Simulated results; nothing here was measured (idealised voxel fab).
The process module presented herein is designated voxel air gaps.
cross-section cut | 240 nm wide | cells 5 nm
This document writes a cross-section as a grid whose cells are square, and gives it as bands, listed from the top down; one or more rows of cells form a band. Band: top and bottom heights (nm) first, top before bottom; then materials from left to right, widths in nm. "throughout" marks a sole material filling the band edge to edge. "blank" denotes empty space. Zero point of the height axis is 0; under it, received wafer = one material. Lowest band: continues down indefinitely, "0 and below". The two numbers in a width such as "30->40" mark its ends across the band: the first belongs to the top row of cells, the second to the bottom row, and from each row to the next the width moves by the same amount. For the purposes of this document, the phrase "remains unaltered" attached to a step denotes that no cell within the cross-section was modified by that step. If an empty space has no open way to the top and is at least 8 cells in size, "Closed cavity list" lists it, written width x height at distance, where distance is measured from the left edge and every value is in nm. Formally, on a step line, whatever follows the settings is a remark that the simulator itself makes on the step. Regarding "overlay nm": on a step with a mask, it is the distance the mask lay to the right of its planned place; a negative value places it to the left.
[Process steps (planned)]
1. RECEIVE with material Si
2. CONFORMAL_DEP with material SiO2, thk nm 15
3. CONFORMAL_DEP with material SiCN, thk nm 5
4. DIRECTIONAL_DEP with material lowk, thk nm 30
5. PATTERN with tone open, mask id LINES, material resist, width nm 15, pitch nm 45, thk nm 20, overlay nm 0
6. DIRECTIONAL_ETCH with etch materials lowk, depth nm 30
7. STRIP with etch materials resist
8. CONFORMAL_DEP with material TiN, thk nm 5
9. FILL_DEP with material Cu, thk nm 10
10. CMP with height nm 50
11. EPI with material Ru, thk nm 10
12. SELECTIVE_ETCH with etch materials lowk, depth nm 40
13. CONFORMAL_DEP with material SiCN, thk nm 5
For this document, wafers share an identical start and vary in the step 5 width nm; the plan quotes the first wafer's value.
[Sectional view: first of several wafers, as received, after step 1]
- 0 and below: Si throughout
- Closed cavity list: none
[Wafer cross-section (first of several) - module end, post step 13 (last step)]
- 65 down to 60: 50 blank, then 135 SiCN, then 55 blank
- 60 down to 50: 50 blank, then 5 SiCN, then 35 Ru, then 10 SiCN, then 35 Ru, then 10 SiCN, then 35 Ru, then 5 SiCN, then 55 blank
- 50 down to 45: 50 blank, then 15 SiCN, then 5 TiN, then 5 Cu, then 5 TiN, then 30 SiCN, then 5 TiN, then 5 Cu, then 5 TiN, then 30 SiCN, then 5 TiN, then 5 Cu, then 5 TiN, then 15 SiCN, then 55 blank
- 45 down to 25: 60 blank, then 5 SiCN, then 5 TiN, then 5 Cu, then 5 TiN, then 5 SiCN, then 20 blank, then 5 SiCN, then 5 TiN, then 5 Cu, then 5 TiN, then 5 SiCN, then 20 blank, then 5 SiCN, then 5 TiN, then 5 Cu, then 5 TiN, then 5 SiCN, then 65 blank
- 25 down to 20: 65 SiCN, then 15 TiN, then 30 SiCN, then 15 TiN, then 30 SiCN, then 15 TiN, then 70 SiCN
- 20 down to 15: SiCN throughout
- 15 down to 0: SiO2 throughout
- 0 and below: Si throughout
- Closed cavity list: 20 x 20 at 85; 20 x 20 at 130
[Here we cross-sectioned the last of the wafers once the module was done]
- 65 down to 60: 45 blank, then 150 SiCN, then 45 blank
- 60 down to 50: 45 blank, then 5 SiCN, then 140 Ru, then 5 SiCN, then 45 blank
- 50 down to 45: 45 blank, then 15 SiCN, then 5 TiN, then 20 Cu, then 5 TiN, then 15 lowk, then 5 TiN, then 20 Cu, then 5 TiN, then 15 lowk, then 5 TiN, then 20 Cu, then 5 TiN, then 15 SiCN, then 45 blank
- 45 down to 25: 55 blank, then 5 SiCN, then 5 TiN, then 20 Cu, then 5 TiN, then 15 lowk, then 5 TiN, then 20 Cu, then 5 TiN, then 15 lowk, then 5 TiN, then 20 Cu, then 5 TiN, then 5 SiCN, then 55 blank
- 25 down to 20: 60 SiCN, then 30 TiN, then 15 lowk, then 30 TiN, then 15 lowk, then 30 TiN, then 60 SiCN
- 20 down to 15: SiCN throughout
- 15 down to 0: SiO2 throughout
- 0 and below: Si throughout
- Closed cavity list: none
[Every row in this table is a wafer at the end of the module, and it gives, for each of the materials, the cells that wafer has gained (+) or lost (-) since it was received, then its closed voids]
width nm 15; +15 Cu; +42 Ru; +168 SiCN; +144 SiO2; +39 TiN; Closed cavity list: 20 x 20 at 85; 20 x 20 at 130
width nm 20; +30 Cu; +48 Ru; +160 SiCN; +144 SiO2; +42 TiN; Closed cavity list: 15 x 20 at 90; 15 x 20 at 135
width nm 25; +45 Cu; +54 Ru; +120 SiCN; +144 SiO2; +45 TiN; +48 lowk; Closed cavity list: none
width nm 30; +60 Cu; +56 Ru; +120 SiCN; +144 SiO2; +48 TiN; +36 lowk; Closed cavity list: none
